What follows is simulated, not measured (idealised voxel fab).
A process module follows: voxel self aligned contacts.
The cross-section shown here is cut; it is 240 nm wide and divided into square cells measuring 5 nm on a side.
Cross-section, as written here: a square-cell grid given band by band from the top down, where a band holds one or more rows of cells. Band: top height; bottom height; in nm. Then, left to right: material with width in nm, for each material. "everywhere": a single material spanning edge to edge. "empty": empty space. Heights are expressed relative to 0, this being the level below which the as-received wafer comprises one material exclusively. The lowest band is unbounded in the downward direction and is denoted as in "0 -> down". With a width like "30->40", each row of cells in the band differs from the next by the same amount, the top row carrying the first number and the bottom row the second. Step marked "same as before"? Then no cell in the cross-section changed in it. Enclosed voids (no open way to top), threshold 8 cells or more, entry "Tabulated closed voids", notation width x height at distance, distance from left edge, nm. Note: text after step settings on the step line = simulator remark on that step. The line of a step may include "overlay nm". On a step with a mask, this value is how far to the right of its planned place the mask lay. A negative value means the mask lay to the left.

This section lists the process steps that were planned
1,RECEIVE with material Si
2,OXIDIZE with depth nm 5
3,DIRECTIONAL_DEP with material polySi, thk nm 30
4,DIRECTIONAL_DEP with material SiN, thk nm 20
5,DIRECTIONAL_DEP with material aC, thk nm 10
6,PATTERN with tone cover, mask id GATE, material resist, width nm 25, pitch nm 65, thk nm 30, overlay nm 0
7,DIRECTIONAL_ETCH with etch materials aC, depth nm 10
8,STRIP with etch materials resist
9,DIRECTIONAL_ETCH with etch materials SiN, depth nm 20
10,DIRECTIONAL_ETCH with etch materials polySi, depth nm 30
11,STRIP with etch materials aC
12,CONFORMAL_DEP with material SiN, thk nm 10
13,DIRECTIONAL_ETCH with etch materials SiN, depth nm 10
14,FILL_DEP with material SiO2, thk nm 15
15,CMP with height nm 60
16,DIRECTIONAL_DEP with material aC, thk nm 10
17,PATTERN with tone open, mask id CONTACT, material resist, width nm 50, thk nm 25, overlay nm 0
18,DIRECTIONAL_ETCH with etch materials aC, depth nm 10
19,STRIP with etch materials resist
20,DIRECTIONAL_ETCH with etch materials SiO2, depth nm 65
21,STRIP with etch materials aC
22,CONFORMAL_DEP with material TiN, thk nm 5
23,FILL_DEP with material W, thk nm 5
24,CMP with height nm 60
25,CONFORMAL_DEP with material SiN, thk nm 5

As-received state of the wafer in cross-section, equivalent to post-step 1
    0 -> down  Si everywhere
    Tabulated closed voids: none

Wafer cross-section at module end: first of two, run to plan
    65 -> 60  SiN everywhere
    60 -> 50  95 nm SiO2, 5->20 nm TiN, 40->10 nm W, 5->20 nm TiN, 95 nm SiO2
    50 -> 30  65 nm SiO2, 45 nm SiN, 5 nm TiN, 10 nm W, 5 nm TiN, 45 nm SiN, 65 nm SiO2
    30 -> 0  65 nm SiO2, 10 nm SiN, 25 nm polySi, 10 nm SiN, 5 nm TiN, 10 nm W, 5 nm TiN, 10 nm SiN, 25 nm polySi, 10 nm SiN, 65 nm SiO2
    0 -> -5  110 nm SiO2, 20 nm TiN, 110 nm SiO2
    -5 -> down  Si everywhere
    Tabulated closed voids: none

Cross-section at end of module for the second wafer of two, which matched the first in starting point and plan and differed by one mistake in its processing
    65 -> 60  SiN everywhere
    60 -> 55  95 nm SiO2, 5 nm TiN, 40 nm W, 5 nm TiN, 95 nm SiO2
    55 -> 50  95 nm SiO2, 50 nm TiN, 95 nm SiO2
    50 -> 30  60 nm SiO2, 55 nm SiN, 10 nm TiN, 55 nm SiN, 60 nm SiO2
    30 -> 0  60 nm SiO2, 10 nm SiN, 35 nm polySi, 10 nm SiN, 10 nm TiN, 10 nm SiN, 35 nm polySi, 10 nm SiN, 60 nm SiO2
    0 -> -5  115 nm SiO2, 10 nm TiN, 115 nm SiO2
    -5 -> down  Si everywhere
    Tabulated closed voids: none
What was done differently from what was planned? contrary to plan, step 6 was performed as PATTERN with tone cover, mask id GATE, material resist, width nm 35, pitch nm 65, thk nm 30, overlay nm 0
Wrapping up, a cell-based count of both wafers puts the second over or under the first for these materials: SiN +16; SiO2 -18; W -22; polySi +24
